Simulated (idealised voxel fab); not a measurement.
The following process module bears the name voxel released beams.
The cross-section shown here is cut; it is 230 nm wide and divided into square cells measuring 5 nm on a side.
Cross-section = grid of square cells, listed top down in bands; band = one or more rows.
Band entry format. Leading values: height of top, height of bottom, nm. Remainder: materials in left-to-right order, each with its width in nm. Special words: "everywhere" on a single material, which then fills the band edge to edge; "blank", empty space.
Height is counted from the level 0, under which the received wafer is composed throughout of one material. The lowest of the bands is not closed at the bottom but continues downward, in the notation "0..down".
So if you see something like "30 to 40" for the width, read it as the top row of the band sitting at the first number and the bottom row at the second, with every row in between moving by the same amount as the last.
You'll sometimes find "no modification" written for a step, and that's the way of saying that nowhere in the cross-section did a cell change during that step.
"Sealed cavities" specifies each empty space that is not open to the top and that occupies no fewer than 8 cells, using the form width x height at distance, the distance measured from the left edge and all three quantities in nm.
Whatever follows a step's settings on its line is a remark the simulator itself makes about that step.
Each step line may optionally specify "overlay nm", which for a step with a mask gives the rightward distance between the mask's planned place and where it lay, a negative value indicating the leftward direction.
Steps in the process plan
1: RECEIVE [material Si]
2: CONFORMAL_DEP [material SiN] [thk nm 10]
3: DIRECTIONAL_DEP [material SiO2] [thk nm 20]
4: PATTERN [tone open] [mask id ANCHOR] [material resist] [width nm 25] [thk nm 15] [overlay nm 0]
5: DIRECTIONAL_ETCH [etch materials SiO2] [depth nm 20]
6: STRIP [etch materials resist]
7: CONFORMAL_DEP [material polySi] [thk nm 10]
8: PATTERN [tone cover] [mask id BEAM] [material resist] [width nm 90] [thk nm 20] [overlay nm 0]
9: DIRECTIONAL_ETCH [etch materials polySi] [depth nm 10]
10: STRIP [etch materials resist]
11: STRIP [etch materials SiO2]
First wafer of two (run as planned)
Wafer cross-section on receipt, i.e. after step 1
  0..down = Si everywhere
  Sealed cavities: none
Cross-section of the wafer subsequent to step 2
  10..0 = SiN everywhere
  Heights below 0 show no change.
Cross-section of the wafer subsequent to step 3
  30..10 = SiO2 everywhere
  Heights below 10 show no change.
Cross-section of the wafer subsequent to step 4
  45..30 = resist=70 / blank=25 / resist=135
  Heights below 30 show no change.
Cross-section of the wafer subsequent to step 5
  45..30 = resist=70 / blank=25 / resist=135
  30..10 = SiO2=70 / blank=25 / SiO2=135
  Heights below 10 show no change.
Cross-section of the wafer subsequent to step 6
  30..10 = SiO2=70 / blank=25 / SiO2=135
  Heights below 10 show no change.
Cross-section of the wafer subsequent to step 7
  40..30 = polySi=80 / blank=5 / polySi=145
  30..20 = SiO2=70 / polySi=10 / blank=5 / polySi=10 / SiO2=135
  20..10 = SiO2=70 / polySi=25 / SiO2=135
  Heights below 10 show no change.
Cross-section of the wafer subsequent to step 8
  60..40 = blank=65 / resist=90 / blank=75
  40..30 = polySi=80 / resist=5 / polySi=145
  30..20 = SiO2=70 / polySi=10 / resist=5 / polySi=10 / SiO2=135
  Heights below 20 show no change.
Cross-section of the wafer subsequent to step 9
  60..40 = blank=65 / resist=90 / blank=75
  40..30 = blank=65 / polySi=15 / resist=5 / polySi=70 / blank=75
  Heights below 30 show no change.
Cross-section of the wafer subsequent to step 10
  40..30 = blank=65 / polySi=15 / blank=5 / polySi=70 / blank=75
  30..20 = SiO2=70 / polySi=10 / blank=5 / polySi=10 / SiO2=135
  Heights below 20 show no change.
Cross-section of the wafer subsequent to step 11
  40..30 = blank=65 / polySi=15 / blank=5 / polySi=70 / blank=75
  30..20 = blank=70 / polySi=10 / blank=5 / polySi=10 / blank=135
  20..10 = blank=70 / polySi=25 / blank=135
  Heights below 10 show no change.
The remaining wafer, second of the two, started like the first and was run to the same plan, except that one mistake was made along the way; the two coincide through step 3, inclusive
Cross-section of the second wafer corresponding to the planned conclusion of step 4
  45..30 = blank=70 / resist=25 / blank=135
  Heights below 30 show no change.
Cross-section of the second wafer corresponding to the planned conclusion of step 5
  45..30 = blank=70 / resist=25 / blank=135
  30..10 = blank=70 / SiO2=25 / blank=135
  Heights below 10 show no change.
Cross-section of the second wafer corresponding to the planned conclusion of step 6
  30..10 = blank=70 / SiO2=25 / blank=135
  Heights below 10 show no change.
Cross-section of the second wafer corresponding to the planned conclusion of step 7
  40..30 = blank=60 / polySi=45 / blank=125
  30..20 = blank=60 / polySi=10 / SiO2=25 / polySi=10 / blank=125
  20..10 = polySi=70 / SiO2=25 / polySi=135
  Heights below 10 show no change.
Cross-section of the second wafer corresponding to the planned conclusion of step 8
  60..40 = blank=65 / resist=90 / blank=75
  40..30 = blank=60 / polySi=45 / resist=50 / blank=75
  30..20 = blank=60 / polySi=10 / SiO2=25 / polySi=10 / resist=50 / blank=75
  Heights below 20 show no change.
Cross-section of the second wafer corresponding to the planned conclusion of step 9
  60..40 = blank=65 / resist=90 / blank=75
  40..30 = blank=65 / polySi=40 / resist=50 / blank=75
  30..20 = blank=60 / polySi=10 / SiO2=25 / polySi=10 / resist=50 / blank=75
  20..10 = blank=60 / polySi=10 / SiO2=25 / polySi=60 / blank=75
  Heights below 10 show no change.
Cross-section of the second wafer corresponding to the planned conclusion of step 10
  40..30 = blank=65 / polySi=40 / blank=125
  30..20 = blank=60 / polySi=10 / SiO2=25 / polySi=10 / blank=125
  Heights below 20 show no change.
Cross-section of the second wafer corresponding to the planned conclusion of step 11: no modification
Short version of what went wrong: step 4 changed vs plan, executed as PATTERN [tone cover] [mask id ANCHOR] [material resist] [width nm 25] [thk nm 15] [overlay nm 0]
It is noted that, at the conclusion of processing, the second wafer exhibits a higher or lower cell count for certain materials relative to the first: 20 more of SiO2
